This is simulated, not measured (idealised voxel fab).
Presented below is a process module, voxel released beams.
Cross-section cut spans 290 nm and uses square cells 5 nm in size.
Notation: cross-section as square-cell grid; stated in bands, top first, going down; one or more cell rows per band.
Top, bottom (nm), then materials left to right with widths (nm); lone material tagged "all across" fills the whole band edge to edge; "blank" = empty space.
Basically, 0 is our baseline, since under it the wafer straight out of the box is all one material. The bottom band has no lower end and keeps on going down, so it looks like "from 0 down".
You'd read "30..40" like this: the band's top row of cells is as wide as the first number, its bottom row is as wide as the second, and going down, every row changes width by the same amount as the row before did.
Step marked "remained unchanged"? Then no cell in the cross-section changed in it.
Under "Sealed internal voids" you'll find the enclosed gaps, the ones with no way out to the top, that are 8 cells or bigger; each reads width x height at distance, with distance counted from the left edge, everything in nm.
What comes after the settings on a step's line is commentary from the simulator itself on that step.
"overlay nm" on a masked step: distance the mask lay right of its planned place, negative for left.

Process steps (planned)
1) RECEIVE [material Si]
2) CONFORMAL_DEP [material SiN] [thk nm 10]
3) DIRECTIONAL_DEP [material SiO2] [thk nm 10]
4) MASKED_ETCH [tone open] [mask id ANCHOR] [width nm 45] [etch materials SiO2] [depth nm 10] [overlay nm 0]
5) CONFORMAL_DEP [material polySi] [thk nm 15]
6) MASKED_ETCH [tone cover] [mask id BEAM] [width nm 90] [etch materials polySi] [depth nm 15] [overlay nm 0]
7) STRIP [etch materials SiO2]

As received, after step 1
	from 0 down | Si all across
	Sealed internal voids: none

The module was run from the start shown above using the plan shown above, but one mistake was made doing it; the resulting wafer cross-section is below
	from 35 to 20 | blank 95 nm / polySi 90 nm / blank 105 nm
	from 20 to 10 | SiN all across
	from 10 to 0 | SiO2 all across
	from 0 down | Si all across
	Sealed internal voids: none
Short version of what went wrong: plan vs actual: 2 and 3 interchanged
